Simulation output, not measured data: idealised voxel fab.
A process module follows: voxel capacitor over wiring.
For reference, the cross-section in this document is cut, with width 200 nm and square cells of 5 nm.
Heads up, the way a cross-section reads in here is a grid of square cells, handed over as bands from the top down, with every band being one or more rows of cells. Basically the band line says how high the top is and how high the bottom is, in nm, and then what's in it from left to right, every material with its width in nm. Empty space shows up as "empty", and if a single material carries "edge to edge" it runs the full band edge to edge. Heights are expressed relative to 0, this being the level below which the as-received wafer comprises one material exclusively. The lowest band is unbounded in the downward direction and is denoted as in "from 0 down". A two-number width, for instance "30 to 40", indicates that the width is equal to the first number in the top row of the band and to the second number in the bottom row, and that it changes by a constant amount per row of cells. It should be understood that the words "nothing got changed", when stated for a given step, signify that the cross-section underwent no change in any of its cells during that step. Enclosed voids (no open way to top), threshold 8 cells or more, entry "Closed cavities", notation width x height at distance, distance from left edge, nm. Whatever follows a step's settings on its line is a remark the simulator itself makes about that step. overlay nm: on a step with a mask, how far right of its planned place the mask lay; negative means left.

### Below is the list of planned process steps
- 1: RECEIVE, material Si
- 2: CONFORMAL_DEP, material SiO2, thk nm 15
- 3: CONFORMAL_DEP, material SiCN, thk nm 5
- 4: DIRECTIONAL_DEP, material lowk, thk nm 20
- 5: PATTERN, tone open, mask id METAL_1, material resist, width nm 30, pitch nm 80, thk nm 20, overlay nm 0
- 6: DIRECTIONAL_ETCH, etch materials lowk, depth nm 20
- 7: DIRECTIONAL_ETCH, etch materials SiCN, depth nm 5
- 8: STRIP, etch materials resist
- 9: CONFORMAL_DEP, material TiN, thk nm 5
- 10: FILL_DEP, material Cu, thk nm 5
- 11: CMP, height nm 40
- 12: CONFORMAL_DEP, material SiCN, thk nm 5
- 13: DIRECTIONAL_DEP, material lowk, thk nm 10
- 14: MASKED_ETCH, tone open, mask id PLUG_1, width nm 15, etch materials lowk, depth nm 10, overlay nm 0
- 15: MASKED_ETCH, tone open, mask id PLUG_1, width nm 15, etch materials SiCN, depth nm 5, overlay nm 0
- 16: EPI, material Ru, thk nm 10
- 17: EPI, material Ru, thk nm 5
- 18: DIRECTIONAL_DEP, material TiN, thk nm 10
- 19: DIRECTIONAL_DEP, material Al2O3, thk nm 5
- 20: DIRECTIONAL_DEP, material TiN, thk nm 5
- 21: PATTERN, tone cover, mask id UPPER_PLATE, material resist, width nm 55, thk nm 15, overlay nm 0
- 22: DIRECTIONAL_ETCH, etch materials TiN, depth nm 5
- 23: DIRECTIONAL_ETCH, etch materials Al2O3, depth nm 5
- 24: STRIP, etch materials resist
- 25: MASKED_ETCH, tone cover, mask id LOWER_PLATE, width nm 65, etch materials TiN, depth nm 10, overlay nm 0
- 26: FILL_DEP, material SiO2, thk nm 15
- 27: CMP, height nm 85
- 28: PATTERN, tone open, mask id PLUG_2, material resist, width nm 15, thk nm 15, overlay nm 0
- 29: DIRECTIONAL_ETCH, etch materials SiO2, depth nm 10
- 30: STRIP, etch materials resist
- 31: CONFORMAL_DEP, material TiN, thk nm 5
- 32: FILL_DEP, material W, thk nm 10
- 33: CMP, height nm 85
- 34: CONFORMAL_DEP, material SiN, thk nm 5

### Wafer, first of two, run as planned

### Step 1 complete: cross-section of the wafer as received
from 0 down = Si edge to edge
Closed cavities: none

### You're looking at a cross-section of the wafer after step 2
from 15 to 0 = SiO2 edge to edge
Everything below 0 is unchanged.

### You're looking at a cross-section of the wafer after step 3
from 20 to 15 = SiCN edge to edge
Everything below 15 is unchanged.

### You're looking at a cross-section of the wafer after step 4
from 40 to 20 = lowk edge to edge
Everything below 20 is unchanged.

### You're looking at a cross-section of the wafer after step 5
from 60 to 40 = resist 45 nm  empty 30 nm  resist 50 nm  empty 30 nm  resist 45 nm
Everything below 40 is unchanged.

### You're looking at a cross-section of the wafer after step 6
from 60 to 40 = resist 45 nm  empty 30 nm  resist 50 nm  empty 30 nm  resist 45 nm
from 40 to 20 = lowk 45 nm  empty 30 nm  lowk 50 nm  empty 30 nm  lowk 45 nm
Everything below 20 is unchanged.

### You're looking at a cross-section of the wafer after step 7
from 60 to 40 = resist 45 nm  empty 30 nm  resist 50 nm  empty 30 nm  resist 45 nm
from 40 to 20 = lowk 45 nm  empty 30 nm  lowk 50 nm  empty 30 nm  lowk 45 nm
from 20 to 15 = SiCN 45 nm  empty 30 nm  SiCN 50 nm  empty 30 nm  SiCN 45 nm
Everything below 15 is unchanged.

### You're looking at a cross-section of the wafer after step 8
from 40 to 20 = lowk 45 nm  empty 30 nm  lowk 50 nm  empty 30 nm  lowk 45 nm
Everything below 20 is unchanged.

### You're looking at a cross-section of the wafer after step 9
from 45 to 40 = TiN 50 nm  empty 20 nm  TiN 60 nm  empty 20 nm  TiN 50 nm
from 40 to 20 = lowk 45 nm  TiN 5 nm  empty 20 nm  TiN 5 nm  lowk 50 nm  TiN 5 nm  empty 20 nm  TiN 5 nm  lowk 45 nm
from 20 to 15 = SiCN 45 nm  TiN 30 nm  SiCN 50 nm  TiN 30 nm  SiCN 45 nm
Everything below 15 is unchanged.

### You're looking at a cross-section of the wafer after step 10
from 50 to 45 = Cu edge to edge
from 45 to 40 = TiN 50 nm  Cu 20 nm  TiN 60 nm  Cu 20 nm  TiN 50 nm
from 40 to 20 = lowk 45 nm  TiN 5 nm  Cu 20 nm  TiN 5 nm  lowk 50 nm  TiN 5 nm  Cu 20 nm  TiN 5 nm  lowk 45 nm
Everything below 20 is unchanged.

### You're looking at a cross-section of the wafer after step 11
from 40 to 20 = lowk 45 nm  TiN 5 nm  Cu 20 nm  TiN 5 nm  lowk 50 nm  TiN 5 nm  Cu 20 nm  TiN 5 nm  lowk 45 nm
Everything below 20 is unchanged.

### You're looking at a cross-section of the wafer after step 12
from 45 to 40 = SiCN edge to edge
Everything below 40 is unchanged.

### You're looking at a cross-section of the wafer after step 13
from 55 to 45 = lowk edge to edge
Everything below 45 is unchanged.

### You're looking at a cross-section of the wafer after step 14
from 55 to 45 = lowk 60 nm  empty 15 nm  lowk 125 nm
Everything below 45 is unchanged.

### You're looking at a cross-section of the wafer after step 15
from 55 to 45 = lowk 60 nm  empty 15 nm  lowk 125 nm
from 45 to 40 = SiCN 60 nm  empty 15 nm  SiCN 125 nm
Everything below 40 is unchanged.

### You're looking at a cross-section of the wafer after step 16
from 55 to 50 = lowk 60 nm  empty 15 nm  lowk 125 nm
from 50 to 45 = lowk 60 nm  Ru 15 nm  lowk 125 nm
from 45 to 40 = SiCN 60 nm  Ru 15 nm  SiCN 125 nm
Everything below 40 is unchanged.

### You're looking at a cross-section of the wafer after step 17
from 55 to 45 = lowk 60 nm  Ru 15 nm  lowk 125 nm
Everything below 45 is unchanged.

### You're looking at a cross-section of the wafer after step 18
from 65 to 55 = TiN edge to edge
Everything below 55 is unchanged.

### You're looking at a cross-section of the wafer after step 19
from 70 to 65 = Al2O3 edge to edge
Everything below 65 is unchanged.

### You're looking at a cross-section of the wafer after step 20
from 75 to 70 = TiN edge to edge
Everything below 70 is unchanged.

### You're looking at a cross-section of the wafer after step 21
from 90 to 75 = empty 60 nm  resist 55 nm  empty 85 nm
Everything below 75 is unchanged.

### You're looking at a cross-section of the wafer after step 22
from 90 to 75 = empty 60 nm  resist 55 nm  empty 85 nm
from 75 to 70 = empty 60 nm  TiN 55 nm  empty 85 nm
Everything below 70 is unchanged.

### You're looking at a cross-section of the wafer after step 23
from 90 to 75 = empty 60 nm  resist 55 nm  empty 85 nm
from 75 to 70 = empty 60 nm  TiN 55 nm  empty 85 nm
from 70 to 65 = empty 60 nm  Al2O3 55 nm  empty 85 nm
Everything below 65 is unchanged.

### You're looking at a cross-section of the wafer after step 24
from 75 to 70 = empty 60 nm  TiN 55 nm  empty 85 nm
Everything below 70 is unchanged.

### You're looking at a cross-section of the wafer after step 25
from 75 to 70 = empty 60 nm  TiN 55 nm  empty 85 nm
from 70 to 65 = empty 60 nm  Al2O3 55 nm  empty 85 nm
from 65 to 55 = empty 55 nm  TiN 65 nm  empty 80 nm
Everything below 55 is unchanged.

### You're looking at a cross-section of the wafer after step 26
from 90 to 75 = SiO2 edge to edge
from 75 to 70 = SiO2 60 nm  TiN 55 nm  SiO2 85 nm
from 70 to 65 = SiO2 60 nm  Al2O3 55 nm  SiO2 85 nm
from 65 to 55 = SiO2 55 nm  TiN 65 nm  SiO2 80 nm
Everything below 55 is unchanged.

### You're looking at a cross-section of the wafer after step 27
from 85 to 75 = SiO2 edge to edge
Everything below 75 is unchanged.

### You're looking at a cross-section of the wafer after step 28
from 100 to 85 = resist 70 nm  empty 15 nm  resist 115 nm
Everything below 85 is unchanged.

### You're looking at a cross-section of the wafer after step 29
from 100 to 85 = resist 70 nm  empty 15 nm  resist 115 nm
from 85 to 75 = SiO2 70 nm  empty 15 nm  SiO2 115 nm
Everything below 75 is unchanged.

### You're looking at a cross-section of the wafer after step 30
from 85 to 75 = SiO2 70 nm  empty 15 nm  SiO2 115 nm
Everything below 75 is unchanged.

### You're looking at a cross-section of the wafer after step 31
from 90 to 85 = TiN 75 nm  empty 5 nm  TiN 120 nm
from 85 to 80 = SiO2 70 nm  TiN 5 nm  empty 5 nm  TiN 5 nm  SiO2 115 nm
from 80 to 70 = SiO2 70 to 60 nm  TiN 15 to 55 nm  SiO2 115 to 85 nm
Everything below 70 is unchanged.

### You're looking at a cross-section of the wafer after step 32
from 100 to 90 = W edge to edge
from 90 to 85 = TiN 75 nm  W 5 nm  TiN 120 nm
from 85 to 80 = SiO2 70 nm  TiN 5 nm  W 5 nm  TiN 5 nm  SiO2 115 nm
Everything below 80 is unchanged.

### You're looking at a cross-section of the wafer after step 33
from 85 to 80 = SiO2 70 nm  TiN 5 nm  W 5 nm  TiN 5 nm  SiO2 115 nm
Everything below 80 is unchanged.

### You're looking at a cross-section of the wafer after step 34
from 90 to 85 = SiN edge to edge
Everything below 85 is unchanged.

### The remaining wafer, second of the two, started like the first and was run to the same plan, except that one mistake was made along the way; the two coincide through step 1, inclusive

### when step 2 should have ended
from 30 to 0 = SiO2 edge to edge
Everything below 0 is unchanged.

### when step 3 should have ended
from 35 to 30 = SiCN edge to edge
Everything below 30 is unchanged.

### when step 4 should have ended
from 55 to 35 = lowk edge to edge
Everything below 35 is unchanged.

### when step 5 should have ended
from 75 to 55 = resist 45 nm  empty 30 nm  resist 50 nm  empty 30 nm  resist 45 nm
Everything below 55 is unchanged.

### when step 6 should have ended
from 75 to 55 = resist 45 nm  empty 30 nm  resist 50 nm  empty 30 nm  resist 45 nm
from 55 to 35 = lowk 45 nm  empty 30 nm  lowk 50 nm  empty 30 nm  lowk 45 nm
Everything below 35 is unchanged.

### when step 7 should have ended
from 75 to 55 = resist 45 nm  empty 30 nm  resist 50 nm  empty 30 nm  resist 45 nm
from 55 to 35 = lowk 45 nm  empty 30 nm  lowk 50 nm  empty 30 nm  lowk 45 nm
from 35 to 30 = SiCN 45 nm  empty 30 nm  SiCN 50 nm  empty 30 nm  SiCN 45 nm
Everything below 30 is unchanged.

### when step 8 should have ended
from 55 to 35 = lowk 45 nm  empty 30 nm  lowk 50 nm  empty 30 nm  lowk 45 nm
Everything below 35 is unchanged.

### when step 9 should have ended
from 60 to 55 = TiN 50 nm  empty 20 nm  TiN 60 nm  empty 20 nm  TiN 50 nm
from 55 to 35 = lowk 45 nm  TiN 5 nm  empty 20 nm  TiN 5 nm  lowk 50 nm  TiN 5 nm  empty 20 nm  TiN 5 nm  lowk 45 nm
from 35 to 30 = SiCN 45 nm  TiN 30 nm  SiCN 50 nm  TiN 30 nm  SiCN 45 nm
Everything below 30 is unchanged.

### when step 10 should have ended
from 65 to 60 = Cu edge to edge
from 60 to 55 = TiN 50 nm  Cu 20 nm  TiN 60 nm  Cu 20 nm  TiN 50 nm
from 55 to 35 = lowk 45 nm  TiN 5 nm  Cu 20 nm  TiN 5 nm  lowk 50 nm  TiN 5 nm  Cu 20 nm  TiN 5 nm  lowk 45 nm
Everything below 35 is unchanged.

### when step 11 should have ended
from 40 to 35 = lowk 45 nm  TiN 5 nm  Cu 20 nm  TiN 5 nm  lowk 50 nm  TiN 5 nm  Cu 20 nm  TiN 5 nm  lowk 45 nm
Everything below 35 is unchanged.

### when step 12 should have ended
from 45 to 40 = SiCN edge to edge
Everything below 40 is unchanged.

### when step 13 should have ended
from 55 to 45 = lowk edge to edge
Everything below 45 is unchanged.

### when step 14 should have ended
from 55 to 45 = lowk 60 nm  empty 15 nm  lowk 125 nm
Everything below 45 is unchanged.

### when step 15 should have ended
from 55 to 45 = lowk 60 nm  empty 15 nm  lowk 125 nm
from 45 to 40 = SiCN 60 nm  empty 15 nm  SiCN 125 nm
Everything below 40 is unchanged.

### when step 16 should have ended
from 55 to 50 = lowk 60 nm  empty 15 nm  lowk 125 nm
from 50 to 45 = lowk 60 nm  Ru 15 nm  lowk 125 nm
from 45 to 40 = SiCN 60 nm  Ru 15 nm  SiCN 125 nm
Everything below 40 is unchanged.

### when step 17 should have ended
from 55 to 45 = lowk 60 nm  Ru 15 nm  lowk 125 nm
Everything below 45 is unchanged.

### when step 18 should have ended
from 65 to 55 = TiN edge to edge
Everything below 55 is unchanged.

### when step 19 should have ended
from 70 to 65 = Al2O3 edge to edge
Everything below 65 is unchanged.

### when step 20 should have ended
from 75 to 70 = TiN edge to edge
Everything below 70 is unchanged.

### when step 21 should have ended
from 90 to 75 = empty 60 nm  resist 55 nm  empty 85 nm
Everything below 75 is unchanged.

### when step 22 should have ended
from 90 to 75 = empty 60 nm  resist 55 nm  empty 85 nm
from 75 to 70 = empty 60 nm  TiN 55 nm  empty 85 nm
Everything below 70 is unchanged.

### when step 23 should have ended
from 90 to 75 = empty 60 nm  resist 55 nm  empty 85 nm
from 75 to 70 = empty 60 nm  TiN 55 nm  empty 85 nm
from 70 to 65 = empty 60 nm  Al2O3 55 nm  empty 85 nm
Everything below 65 is unchanged.

### when step 24 should have ended
from 75 to 70 = empty 60 nm  TiN 55 nm  empty 85 nm
Everything below 70 is unchanged.

### when step 25 should have ended
from 75 to 70 = empty 60 nm  TiN 55 nm  empty 85 nm
from 70 to 65 = empty 60 nm  Al2O3 55 nm  empty 85 nm
from 65 to 55 = empty 55 nm  TiN 65 nm  empty 80 nm
Everything below 55 is unchanged.

### when step 26 should have ended
from 90 to 75 = SiO2 edge to edge
from 75 to 70 = SiO2 60 nm  TiN 55 nm  SiO2 85 nm
from 70 to 65 = SiO2 60 nm  Al2O3 55 nm  SiO2 85 nm
from 65 to 55 = SiO2 55 nm  TiN 65 nm  SiO2 80 nm
Everything below 55 is unchanged.

### when step 27 should have ended
from 85 to 75 = SiO2 edge to edge
Everything below 75 is unchanged.

### when step 28 should have ended
from 100 to 85 = resist 70 nm  empty 15 nm  resist 115 nm
Everything below 85 is unchanged.

### when step 29 should have ended
from 100 to 85 = resist 70 nm  empty 15 nm  resist 115 nm
from 85 to 75 = SiO2 70 nm  empty 15 nm  SiO2 115 nm
Everything below 75 is unchanged.

### when step 30 should have ended
from 85 to 75 = SiO2 70 nm  empty 15 nm  SiO2 115 nm
Everything below 75 is unchanged.

### when step 31 should have ended
from 90 to 85 = TiN 75 nm  empty 5 nm  TiN 120 nm
from 85 to 80 = SiO2 70 nm  TiN 5 nm  empty 5 nm  TiN 5 nm  SiO2 115 nm
from 80 to 70 = SiO2 70 to 60 nm  TiN 15 to 55 nm  SiO2 115 to 85 nm
Everything below 70 is unchanged.

### when step 32 should have ended
from 100 to 90 = W edge to edge
from 90 to 85 = TiN 75 nm  W 5 nm  TiN 120 nm
from 85 to 80 = SiO2 70 nm  TiN 5 nm  W 5 nm  TiN 5 nm  SiO2 115 nm
Everything below 80 is unchanged.

### when step 33 should have ended
from 85 to 80 = SiO2 70 nm  TiN 5 nm  W 5 nm  TiN 5 nm  SiO2 115 nm
Everything below 80 is unchanged.

### when step 34 should have ended
from 90 to 85 = SiN edge to edge
Everything below 85 is unchanged.
So what did we get wrong on this run? plan step 2 was conducted twice
It is noted that, at the conclusion of processing, the second wafer exhibits a higher or lower cell count for certain materials relative to the first: -24 Cu; +120 SiO2; -12 TiN; -84 lowk
